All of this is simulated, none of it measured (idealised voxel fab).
process module | voxel self aligned contacts
Cross-section cut: width 260 nm, square cells of 5 nm.
Square cells in a grid make up a cross-section in this document, and the grid is given as bands, listed from the top down, each one or more rows of cells.
It is stipulated that each band's entry specify, in nanometres, the height of the top of the band and then that of its bottom, followed by the materials of the band in left-to-right sequence, each together with its width in nanometres. A single material marked by the word "throughout" is understood to fill the band from edge to edge; the word "air" is understood to denote empty space.
For the purposes of this specification, 0 denotes the height below which the wafer in its as-received condition is composed wholly of one material, and the lowermost band, lacking a lower limit, extends downward without end, as expressed in "from 0 down".
With a width like "30 to 40", each row of cells in the band differs from the next by the same amount, the top row carrying the first number and the bottom row the second.
Where a step carries "no alteration", the cross-section came out of it unchanged, cell for cell.
Closed empty spaces (no open way to the top) of 8 cells or more are what "Sealed-off cavities" lists, each as width x height at distance from the left edge, nm for all three.
Post-settings text on a step line: simulator's own remark regarding the step.
When a step includes a mask, the "overlay nm" setting on its line states how far to the right of its planned place that mask lay, and negative values state how far to the left.
### Here's what the planned process steps look like
1) RECEIVE | material Si
2) OXIDIZE | depth nm 5
3) DIRECTIONAL_DEP | material polySi | thk nm 20
4) DIRECTIONAL_DEP | material SiN | thk nm 20
5) DIRECTIONAL_DEP | material aC | thk nm 15
6) PATTERN | tone cover | mask id GATE | material resist | width nm 25 | pitch nm 50 | thk nm 30 | overlay nm 0
7) DIRECTIONAL_ETCH | etch materials aC | depth nm 15
8) STRIP | etch materials resist
9) DIRECTIONAL_ETCH | etch materials SiN | depth nm 20
10) DIRECTIONAL_ETCH | etch materials polySi | depth nm 20
11) STRIP | etch materials aC
12) CONFORMAL_DEP | material SiN | thk nm 5
13) DIRECTIONAL_ETCH | etch materials SiN | depth nm 5
14) FILL_DEP | material SiO2 | thk nm 15
15) CMP | height nm 45
16) DIRECTIONAL_DEP | material aC | thk nm 15
17) PATTERN | tone open | mask id CONTACT | material resist | width nm 35 | thk nm 30 | overlay nm 0
18) DIRECTIONAL_ETCH | etch materials aC | depth nm 15
19) STRIP | etch materials resist
20) DIRECTIONAL_ETCH | etch materials SiO2 | depth nm 50
21) STRIP | etch materials aC
22) CONFORMAL_DEP | material TiN | thk nm 5
23) FILL_DEP | material W | thk nm 5
24) CMP | height nm 45
25) CONFORMAL_DEP | material SiN | thk nm 5
### Wafer as received: cross-section following step 1
    from 0 down  Si throughout
    Sealed-off cavities: none
### Run as planned - first of the two wafers cross-sectioned at the end of the module
    from 50 to 45  SiN throughout
    from 45 to 40  SiO2: 110, then TiN: 15, then W: 5, then TiN: 15, then SiO2: 115
    from 40 to 20  SiO2: 85, then SiN: 35, then TiN: 5, then W: 5, then TiN: 5, then SiN: 35, then SiO2: 90
    from 20 to 0  SiO2: 85, then SiN: 5, then polySi: 25, then SiN: 5, then TiN: 5, then W: 5, then TiN: 5, then SiN: 5, then polySi: 25, then SiN: 5, then SiO2: 90
    from 0 to -5  SiO2: 120, then TiN: 15, then SiO2: 125
    from -5 down  Si throughout
    Sealed-off cavities: none
### Cross-sectional image of the second wafer of the two following completion of the module. Starting state and process plan were the same as for the first wafer; one execution error occurred
    from 50 to 45  SiN throughout
    from 45 to 35  SiO2: 110, then TiN: 5 to 10, then W: 25 to 15, then TiN: 5 to 10, then SiO2: 115
    from 35 to 20  SiO2: 90, then SiN: 25, then TiN: 5, then W: 15, then TiN: 5, then SiN: 25, then SiO2: 95
    from 20 to 0  SiO2: 90, then polySi: 25, then TiN: 5, then W: 15, then TiN: 5, then polySi: 25, then SiO2: 95
    from 0 to -5  SiO2: 115, then TiN: 25, then SiO2: 120
    from -5 down  Si throughout
    Sealed-off cavities: none
Short version of what went wrong: skipped: plan step 12 (never run)
Heads up, by the end the second wafer has more or fewer cells of some materials compared to the first: 42 fewer of SiN; 22 more of SiO2; 20 more of W
